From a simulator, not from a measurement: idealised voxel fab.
Process module heading - voxel self aligned contacts
Section cut is 250 nm wide and gridded with 5 nm square cells.
Notation: cross-section as square-cell grid; stated in bands, top first, going down; one or more cell rows per band.
Top, bottom (nm), then materials left to right with widths (nm); lone material tagged "throughout" fills the whole band edge to edge; "blank" = empty space.
Where do heights start? At 0: under that level the wafer as delivered is made of one material only. And the lowest band has no floor; it just carries on downward, as in "0 and below".
Think of "30 to 40" as a width that walks from the first number to the second as you go down the band, top row to bottom row, taking equal-sized steps from row to row.
"nothing altered" for a step: no cell of the cross-section changed in that step.
The label "Completely enclosed voids" introduces a list of the empty spaces, 8 cells or larger, that have no open way up to the top; each entry in it reads width x height at distance, where the distance is taken from the left edge and all three are stated in nm.
If you see something after the settings on a step's line, that's the simulator's own remark about that step.
When a step includes a mask, the "overlay nm" setting on its line states how far to the right of its planned place that mask lay, and negative values state how far to the left.
# Listed below are the process steps as planned
1 RECEIVE, material Si
2 OXIDIZE, depth nm 5
3 DIRECTIONAL_DEP, material polySi, thk nm 20
4 DIRECTIONAL_DEP, material SiN, thk nm 20
5 MASKED_ETCH, tone cover, mask id GATE, width nm 25, pitch nm 60, etch materials SiN, depth nm 20, overlay nm 0
6 MASKED_ETCH, tone cover, mask id GATE, width nm 25, pitch nm 60, etch materials polySi, depth nm 20, overlay nm 0
7 CONFORMAL_DEP, material SiN, thk nm 10
8 DIRECTIONAL_ETCH, etch materials SiN, depth nm 10
9 FILL_DEP, material SiO2, thk nm 10
10 CMP, height nm 45
11 MASKED_ETCH, tone open, mask id CONTACT, width nm 45, pitch nm 60, etch materials SiO2, depth nm 50, overlay nm 0
12 CONFORMAL_DEP, material TiN, thk nm 5
13 FILL_DEP, material Ru, thk nm 10
14 CMP, height nm 45
15 CONFORMAL_DEP, material SiCN, thk nm 5
# The first of a set of two wafers, run to plan
# Incoming wafer, cross-sectional view, post step 1
	0 and below  Si throughout
	Completely enclosed voids: none
# After step 2, in cross-section
	0 down to -5  SiO2 throughout
	Everything below -5 is unchanged.
# After step 3, in cross-section
	20 down to 0  polySi throughout
	Everything below 0 is unchanged.
# After step 4, in cross-section
	40 down to 20  SiN throughout
	Everything below 20 is unchanged.
# After step 5, in cross-section
	40 down to 20  50 nm blank / 25 nm SiN / 35 nm blank / 25 nm SiN / 35 nm blank / 25 nm SiN / 55 nm blank
	Everything below 20 is unchanged.
# After step 6, in cross-section
	40 down to 20  50 nm blank / 25 nm SiN / 35 nm blank / 25 nm SiN / 35 nm blank / 25 nm SiN / 55 nm blank
	20 down to 0  50 nm blank / 25 nm polySi / 35 nm blank / 25 nm polySi / 35 nm blank / 25 nm polySi / 55 nm blank
	Everything below 0 is unchanged.
# After step 7, in cross-section
	50 down to 20  40 nm blank / 45 nm SiN / 15 nm blank / 45 nm SiN / 15 nm blank / 45 nm SiN / 45 nm blank
	20 down to 10  40 nm blank / 10 nm SiN / 25 nm polySi / 10 nm SiN / 15 nm blank / 10 nm SiN / 25 nm polySi / 10 nm SiN / 15 nm blank / 10 nm SiN / 25 nm polySi / 10 nm SiN / 45 nm blank
	10 down to 0  50 nm SiN / 25 nm polySi / 35 nm SiN / 25 nm polySi / 35 nm SiN / 25 nm polySi / 55 nm SiN
	Everything below 0 is unchanged.
# After step 8, in cross-section
	40 down to 20  40 nm blank / 45 nm SiN / 15 nm blank / 45 nm SiN / 15 nm blank / 45 nm SiN / 45 nm blank
	20 down to 0  40 nm blank / 10 nm SiN / 25 nm polySi / 10 nm SiN / 15 nm blank / 10 nm SiN / 25 nm polySi / 10 nm SiN / 15 nm blank / 10 nm SiN / 25 nm polySi / 10 nm SiN / 45 nm blank
	Everything below 0 is unchanged.
# After step 9, in cross-section
	50 down to 40  SiO2 throughout
	40 down to 20  40 nm SiO2 / 45 nm SiN / 15 nm SiO2 / 45 nm SiN / 15 nm SiO2 / 45 nm SiN / 45 nm SiO2
	20 down to 0  40 nm SiO2 / 10 nm SiN / 25 nm polySi / 10 nm SiN / 15 nm SiO2 / 10 nm SiN / 25 nm polySi / 10 nm SiN / 15 nm SiO2 / 10 nm SiN / 25 nm polySi / 10 nm SiN / 45 nm SiO2
	Everything below 0 is unchanged.
# After step 10, in cross-section
	45 down to 40  SiO2 throughout
	Everything below 40 is unchanged.
# After step 11, in cross-section
	45 down to 40  70 nm SiO2 / 45 nm blank / 15 nm SiO2 / 45 nm blank / 75 nm SiO2
	40 down to 20  40 nm SiO2 / 45 nm SiN / 15 nm blank / 45 nm SiN / 15 nm blank / 45 nm SiN / 45 nm SiO2
	20 down to 0  40 nm SiO2 / 10 nm SiN / 25 nm polySi / 10 nm SiN / 15 nm blank / 10 nm SiN / 25 nm polySi / 10 nm SiN / 15 nm blank / 10 nm SiN / 25 nm polySi / 10 nm SiN / 45 nm SiO2
	0 down to -5  85 nm SiO2 / 15 nm blank / 45 nm SiO2 / 15 nm blank / 90 nm SiO2
	Everything below -5 is unchanged.
# After step 12, in cross-section
	50 down to 45  75 nm TiN / 35 nm blank / 25 nm TiN / 35 nm blank / 80 nm TiN
	45 down to 40  70 nm SiO2 / 20 nm TiN / 5 nm blank / 20 nm TiN / 15 nm SiO2 / 20 nm TiN / 5 nm blank / 20 nm TiN / 75 nm SiO2
	40 down to 20  40 nm SiO2 / 45 nm SiN / 5 nm TiN / 5 nm blank / 5 nm TiN / 45 nm SiN / 5 nm TiN / 5 nm blank / 5 nm TiN / 45 nm SiN / 45 nm SiO2
	20 down to 0  40 nm SiO2 / 10 nm SiN / 25 nm polySi / 10 nm SiN / 5 nm TiN / 5 nm blank / 5 nm TiN / 10 nm SiN / 25 nm polySi / 10 nm SiN / 5 nm TiN / 5 nm blank / 5 nm TiN / 10 nm SiN / 25 nm polySi / 10 nm SiN / 45 nm SiO2
	0 down to -5  85 nm SiO2 / 15 nm TiN / 45 nm SiO2 / 15 nm TiN / 90 nm SiO2
	Everything below -5 is unchanged.
# After step 13, in cross-section
	60 down to 50  Ru throughout
	50 down to 45  75 nm TiN / 35 nm Ru / 25 nm TiN / 35 nm Ru / 80 nm TiN
	45 down to 40  70 nm SiO2 / 20 nm TiN / 5 nm Ru / 20 nm TiN / 15 nm SiO2 / 20 nm TiN / 5 nm Ru / 20 nm TiN / 75 nm SiO2
	40 down to 20  40 nm SiO2 / 45 nm SiN / 5 nm TiN / 5 nm Ru / 5 nm TiN / 45 nm SiN / 5 nm TiN / 5 nm Ru / 5 nm TiN / 45 nm SiN / 45 nm SiO2
	20 down to 0  40 nm SiO2 / 10 nm SiN / 25 nm polySi / 10 nm SiN / 5 nm TiN / 5 nm Ru / 5 nm TiN / 10 nm SiN / 25 nm polySi / 10 nm SiN / 5 nm TiN / 5 nm Ru / 5 nm TiN / 10 nm SiN / 25 nm polySi / 10 nm SiN / 45 nm SiO2
	Everything below 0 is unchanged.
# After step 14, in cross-section
	45 down to 40  70 nm SiO2 / 20 nm TiN / 5 nm Ru / 20 nm TiN / 15 nm SiO2 / 20 nm TiN / 5 nm Ru / 20 nm TiN / 75 nm SiO2
	Everything below 40 is unchanged.
# After step 15, in cross-section
	50 down to 45  SiCN throughout
	Everything below 45 is unchanged.
# The second wafer: identical to the first at the outset and in its planned sequence, differing only in that one mistake was made during processing; up to and including step 7, its path is the first wafer's path
# X-section, second wafer, when step 8 was due to finish
	45 down to 20  40 nm blank / 45 nm SiN / 15 nm blank / 45 nm SiN / 15 nm blank / 45 nm SiN / 45 nm blank
	20 down to 5  40 nm blank / 10 nm SiN / 25 nm polySi / 10 nm SiN / 15 nm blank / 10 nm SiN / 25 nm polySi / 10 nm SiN / 15 nm blank / 10 nm SiN / 25 nm polySi / 10 nm SiN / 45 nm blank
	Everything below 5 is unchanged.
# X-section, second wafer, when step 9 was due to finish
	55 down to 45  SiO2 throughout
	45 down to 20  40 nm SiO2 / 45 nm SiN / 15 nm SiO2 / 45 nm SiN / 15 nm SiO2 / 45 nm SiN / 45 nm SiO2
	20 down to 5  40 nm SiO2 / 10 nm SiN / 25 nm polySi / 10 nm SiN / 15 nm SiO2 / 10 nm SiN / 25 nm polySi / 10 nm SiN / 15 nm SiO2 / 10 nm SiN / 25 nm polySi / 10 nm SiN / 45 nm SiO2
	Everything below 5 is unchanged.
# X-section, second wafer, when step 10 was due to finish
	45 down to 20  40 nm SiO2 / 45 nm SiN / 15 nm SiO2 / 45 nm SiN / 15 nm SiO2 / 45 nm SiN / 45 nm SiO2
	Everything below 20 is unchanged.
# X-section, second wafer, when step 11 was due to finish
	45 down to 20  40 nm SiO2 / 45 nm SiN / 15 nm blank / 45 nm SiN / 15 nm blank / 45 nm SiN / 45 nm SiO2
	20 down to 5  40 nm SiO2 / 10 nm SiN / 25 nm polySi / 10 nm SiN / 15 nm blank / 10 nm SiN / 25 nm polySi / 10 nm SiN / 15 nm blank / 10 nm SiN / 25 nm polySi / 10 nm SiN / 45 nm SiO2
	Everything below 5 is unchanged.
# X-section, second wafer, when step 12 was due to finish
	50 down to 45  90 nm TiN / 5 nm blank / 55 nm TiN / 5 nm blank / 95 nm TiN
	45 down to 20  40 nm SiO2 / 45 nm SiN / 5 nm TiN / 5 nm blank / 5 nm TiN / 45 nm SiN / 5 nm TiN / 5 nm blank / 5 nm TiN / 45 nm SiN / 45 nm SiO2
	20 down to 10  40 nm SiO2 / 10 nm SiN / 25 nm polySi / 10 nm SiN / 5 nm TiN / 5 nm blank / 5 nm TiN / 10 nm SiN / 25 nm polySi / 10 nm SiN / 5 nm TiN / 5 nm blank / 5 nm TiN / 10 nm SiN / 25 nm polySi / 10 nm SiN / 45 nm SiO2
	10 down to 5  40 nm SiO2 / 10 nm SiN / 25 nm polySi / 10 nm SiN / 15 nm TiN / 10 nm SiN / 25 nm polySi / 10 nm SiN / 15 nm TiN / 10 nm SiN / 25 nm polySi / 10 nm SiN / 45 nm SiO2
	Everything below 5 is unchanged.
# X-section, second wafer, when step 13 was due to finish
	60 down to 50  Ru throughout
	50 down to 45  90 nm TiN / 5 nm Ru / 55 nm TiN / 5 nm Ru / 95 nm TiN
	45 down to 20  40 nm SiO2 / 45 nm SiN / 5 nm TiN / 5 nm Ru / 5 nm TiN / 45 nm SiN / 5 nm TiN / 5 nm Ru / 5 nm TiN / 45 nm SiN / 45 nm SiO2
	20 down to 10  40 nm SiO2 / 10 nm SiN / 25 nm polySi / 10 nm SiN / 5 nm TiN / 5 nm Ru / 5 nm TiN / 10 nm SiN / 25 nm polySi / 10 nm SiN / 5 nm TiN / 5 nm Ru / 5 nm TiN / 10 nm SiN / 25 nm polySi / 10 nm SiN / 45 nm SiO2
	Everything below 10 is unchanged.
# X-section, second wafer, when step 14 was due to finish
	45 down to 20  40 nm SiO2 / 45 nm SiN / 5 nm TiN / 5 nm Ru / 5 nm TiN / 45 nm SiN / 5 nm TiN / 5 nm Ru / 5 nm TiN / 45 nm SiN / 45 nm SiO2
	Everything below 20 is unchanged.
# X-section, second wafer, when step 15 was due to finish
	50 down to 45  SiCN throughout
	Everything below 45 is unchanged.
Diagnosis: step 8, actual vs plan mismatch, actual run DIRECTIONAL_ETCH, etch materials SiN, depth nm 5
Final tally in cells, some materials are higher or lower on the second wafer than on the first: Ru: 4 fewer; SiN: 50 more; SiO2: 26 fewer; TiN: 20 fewer
